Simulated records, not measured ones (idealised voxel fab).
process module | voxel self aligned vias
cross-section cut | 270 nm wide | cells 5 nm
A cross-section is a grid of square cells, given in bands from the top down. A band is one or more rows of cells.
Each band's line starts with the height of the band's top and of its bottom, in nm. Then come its materials from left to right, each with its width in nm. One material with "throughout" fills the band from edge to edge. "air" is empty space.
Height 0 is the level under which the wafer as received is all one material. The lowest band goes on downwards, as in "0 down".
A width such as "30 to 40" changes by the same amount from each row of cells to the next, from the band's top row to its bottom row.
"no change" after a step means that no cell of the cross-section changed.
closed voids: empty space of 8 cells or more with no open way to the top, each as width x height at its distance from the left edge, in nm
after a step's settings: what the simulator itself notes on the step
overlay nm, on a step with a mask: how far to the right of its planned place the mask lay; to the left if negative
plan
1 op RECEIVE | material Si
2 op CONFORMAL_DEP | material SiO2 | thk nm 10
3 op CONFORMAL_DEP | material SiCN | thk nm 5
4 op DIRECTIONAL_DEP | material SiO2 | thk nm 30
5 op PATTERN | tone open | mask id LINES | material resist | width nm 20 | pitch nm 55 | thk nm 15 | overlay nm 0
6 op DIRECTIONAL_ETCH | etch materials SiO2 | depth nm 30
7 op STRIP | etch materials resist
8 op CONFORMAL_DEP | material TiN | thk nm 5
9 op FILL_DEP | material W | thk nm 10
10 op CMP | height nm 45
11 op SELECTIVE_ETCH | etch materials W Ru TiN | depth nm 5
12 op FILL_DEP | material SiN | thk nm 5
13 op CMP | height nm 45
14 op DIRECTIONAL_DEP | material SiO2 | thk nm 15
15 op DIRECTIONAL_DEP | material aC | thk nm 10
16 op PATTERN | tone open | mask id VIAS | material resist | width nm 40 | pitch nm 110 | thk nm 25 | overlay nm 0
17 op DIRECTIONAL_ETCH | etch materials aC | depth nm 10
18 op STRIP | etch materials resist
19 op DIRECTIONAL_ETCH | etch materials SiO2 | depth nm 15
20 op DIRECTIONAL_ETCH | etch materials SiN | depth nm 5
21 op STRIP | etch materials aC
22 op CONFORMAL_DEP | material TiN | thk nm 5
23 op FILL_DEP | material Cu | thk nm 5
24 op CMP | height nm 60
25 op CONFORMAL_DEP | material SiN | thk nm 5
as received, after step 1
  0 down: Si throughout
  closed voids: none
first wafer at the end, as planned
  65 to 60: SiN throughout
  60 to 50: SiO2 60 | TiN 5 | Cu 30 | TiN 5 | SiO2 70 | TiN 5 | Cu 30 | TiN 5 | SiO2 60
  50 to 45: SiO2 60 | TiN 15 | Cu 10 | TiN 15 | SiO2 70 | TiN 15 | Cu 10 | TiN 15 | SiO2 60
  45 to 40: SiO2 70 | TiN 20 | SiO2 35 | SiN 20 | SiO2 35 | TiN 20 | SiO2 70
  40 to 20: SiO2 70 | TiN 5 | W 10 | TiN 5 | SiO2 35 | TiN 5 | W 10 | TiN 5 | SiO2 35 | TiN 5 | W 10 | TiN 5 | SiO2 70
  20 to 15: SiO2 70 | TiN 20 | SiO2 35 | TiN 20 | SiO2 35 | TiN 20 | SiO2 70
  15 to 10: SiCN throughout
  10 to 0: SiO2 throughout
  0 down: Si throughout
  closed voids: none
second wafer at the end: like start, like plan, one mistake
  65 to 60: SiN throughout
  60 to 50: SiO2 60 | TiN 5 | Cu 30 | TiN 5 | SiO2 70 | TiN 5 | Cu 30 | TiN 5 | SiO2 60
  50 to 45: SiO2 60 | TiN 15 | Cu 10 | TiN 15 | SiO2 70 | TiN 15 | Cu 10 | TiN 15 | SiO2 60
  45 to 40: SiO2 70 | TiN 20 | SiO2 35 | SiN 20 | SiO2 35 | TiN 20 | SiO2 70
  40 to 20: SiO2 70 | TiN 5 | W 10 | TiN 5 | SiO2 35 | TiN 5 | W 10 | TiN 5 | SiO2 35 | TiN 5 | W 10 | TiN 5 | SiO2 70
  20 to 15: SiO2 70 | TiN 20 | SiO2 35 | TiN 20 | SiO2 35 | TiN 20 | SiO2 70
  15 to 5: SiO2 throughout
  5 to 0: SiCN throughout
  0 down: Si throughout
  closed voids: none
what went wrong: steps 2 and 3 were swapped
at the end the second wafer has, in cells: as many of each material as the first, in other places
